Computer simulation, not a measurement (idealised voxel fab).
The following is a process module called voxel wiring stack.
Square cells of 5 nm make up the cross-section cut, whose width is 170 nm.
Cross-section spec: square-cell grid; bands listed top down; each band is one or more rows. What a band's entry tells you: where the top is and where the bottom is, as heights in nm, and after that what lies inside, material by material from left to right, each with its width in nm. Empty space is written as the word "empty", and a single material marked with the word "all across" occupies the band from edge to edge. The reference from which all heights are counted is 0, the level beneath which the as-received wafer is entirely one material; the lowest band, having no lower bound, proceeds downward and is written after the example "z 0 and below". Width: "30 to 40" (first number = top row, second number = bottom row, same change from row to row of cells). "no alterations made" after a step means that no cell of the cross-section changed. The entry "Enclosed internal cavities" lists the empty spaces that cover at least 8 cells and have no open path to the top. Each is written as width x height at distance, where the distance is measured from the left edge and all three values are in nm. Where a step's line continues beyond its settings, the continuation is a remark by the simulator itself on that step. overlay nm: for a step with a mask, the amount by which the mask lay right of where it was planned; a negative amount means left of it.
PLANNED PROCESS STEPS
1,RECEIVE [material Si]
2,CONFORMAL_DEP [material SiO2] [thk nm 15]
3,DIRECTIONAL_DEP [material TiN] [thk nm 5]
4,DIRECTIONAL_DEP [material W] [thk nm 25]
5,MASKED_ETCH [tone cover] [mask id METAL_1] [width nm 30] [pitch nm 45] [etch materials W] [depth nm 25] [overlay nm 0]
6,MASKED_ETCH [tone cover] [mask id METAL_1] [width nm 30] [pitch nm 45] [etch materials TiN] [depth nm 5] [overlay nm 0]
7,CONFORMAL_DEP [material SiCN] [thk nm 5]
8,FILL_DEP [material SiO2] [thk nm 5]
9,CMP [height nm 45]
10,CONFORMAL_DEP [material SiCN] [thk nm 5]
11,DIRECTIONAL_DEP [material SiO2] [thk nm 30]
12,DIRECTIONAL_DEP [material aC] [thk nm 15]
13,PATTERN [tone open] [mask id METAL_2_HOLES] [material resist] [width nm 15] [pitch nm 90] [thk nm 35] [overlay nm 0]
14,DIRECTIONAL_ETCH [etch materials aC] [depth nm 15]
15,STRIP [etch materials resist]
16,DIRECTIONAL_ETCH [etch materials SiO2] [depth nm 30]
17,STRIP [etch materials aC]
18,PATTERN [tone open] [mask id METAL_2] [material resist] [width nm 30] [pitch nm 45] [thk nm 15] [overlay nm 0]
19,DIRECTIONAL_ETCH [etch materials SiO2] [depth nm 15]
20,DIRECTIONAL_ETCH [etch materials SiCN] [depth nm 5]
21,STRIP [etch materials resist]
22,CONFORMAL_DEP [material TiN] [thk nm 5]
23,FILL_DEP [material Ru] [thk nm 10]
24,CMP [height nm 80]
25,CONFORMAL_DEP [material SiCN] [thk nm 5]
HERE'S WHAT THE WAFER LOOKED LIKE IN CROSS-SECTION WHEN IT ARRIVED - THAT'S AFTER STEP 1
> z 0 and below = Si all across
> Enclosed internal cavities: none
CROSS-SECTIONAL VIEW OF THE FIRST OF THE TWO WAFERS UPON COMPLETION OF THE MODULE, PROCESSED IN ACCORDANCE WITH THE PLAN
> z 85 to 80 = SiCN all across
> z 80 to 70 = SiO2=25; TiN=5; Ru=20; TiN=5; SiO2=15; TiN=5; Ru=20; TiN=5; SiO2=15; TiN=5; Ru=20; TiN=5; SiO2=25
> z 70 to 65 = SiO2=25; TiN=5; Ru=5; TiN=20; SiO2=15; TiN=30; SiO2=15; TiN=5; Ru=5; TiN=20; SiO2=25
> z 65 to 50 = SiO2=25; TiN=5; Ru=5; TiN=5; SiO2=75; TiN=5; Ru=5; TiN=5; SiO2=40
> z 50 to 45 = SiCN=25; TiN=15; SiCN=75; TiN=15; SiCN=40
> z 45 to 20 = SiO2=20; SiCN=5; W=30; SiCN=5; SiO2=5; SiCN=5; W=30; SiCN=5; SiO2=5; SiCN=5; W=30; SiCN=5; SiO2=20
> z 20 to 15 = SiCN=25; TiN=30; SiCN=15; TiN=30; SiCN=15; TiN=30; SiCN=25
> z 15 to 0 = SiO2 all across
> z 0 and below = Si all across
> Enclosed internal cavities: none
WHAT THE SECOND WAFER LOOKS LIKE IN CROSS-SECTION ONCE THE MODULE IS DONE. ITS START AND ITS PLAN MATCHED THE FIRST WAFER'S EXACTLY; WHAT DIFFERED WAS ONE MISTAKE IN HOW IT WAS RUN
> z 85 to 80 = SiCN all across
> z 80 to 70 = SiO2=25; TiN=5; Ru=20; TiN=5; SiO2=15; TiN=5; Ru=20; TiN=5; SiO2=15; TiN=5; Ru=20; TiN=5; SiO2=25
> z 70 to 65 = SiO2=25; TiN=5; Ru=5; TiN=20; SiO2=15; TiN=30; SiO2=15; TiN=5; Ru=5; TiN=20; SiO2=25
> z 65 to 50 = SiO2=25; TiN=5; Ru=5; TiN=5; SiO2=75; TiN=5; Ru=5; TiN=5; SiO2=40
> z 50 to 45 = SiCN=25; TiN=15; SiCN=75; TiN=15; SiCN=40
> z 45 to 35 = SiO2=20; SiCN=5; W=30; SiCN=5; SiO2=5; SiCN=5; W=30; SiCN=5; SiO2=5; SiCN=5; W=30; SiCN=5; SiO2=20
> z 35 to 30 = SiCN=25; TiN=30; SiCN=15; TiN=30; SiCN=15; TiN=30; SiCN=25
> z 30 to 0 = SiO2 all across
> z 0 and below = Si all across
> Enclosed internal cavities: none
Deviation noted in wafer processing: step 2 in the plan was executed twice
Per the end-of-run cell counts, the second wafer holds more or fewer of some materials than the first: SiCN: 18 fewer, SiO2: 72 more, W: 54 fewer
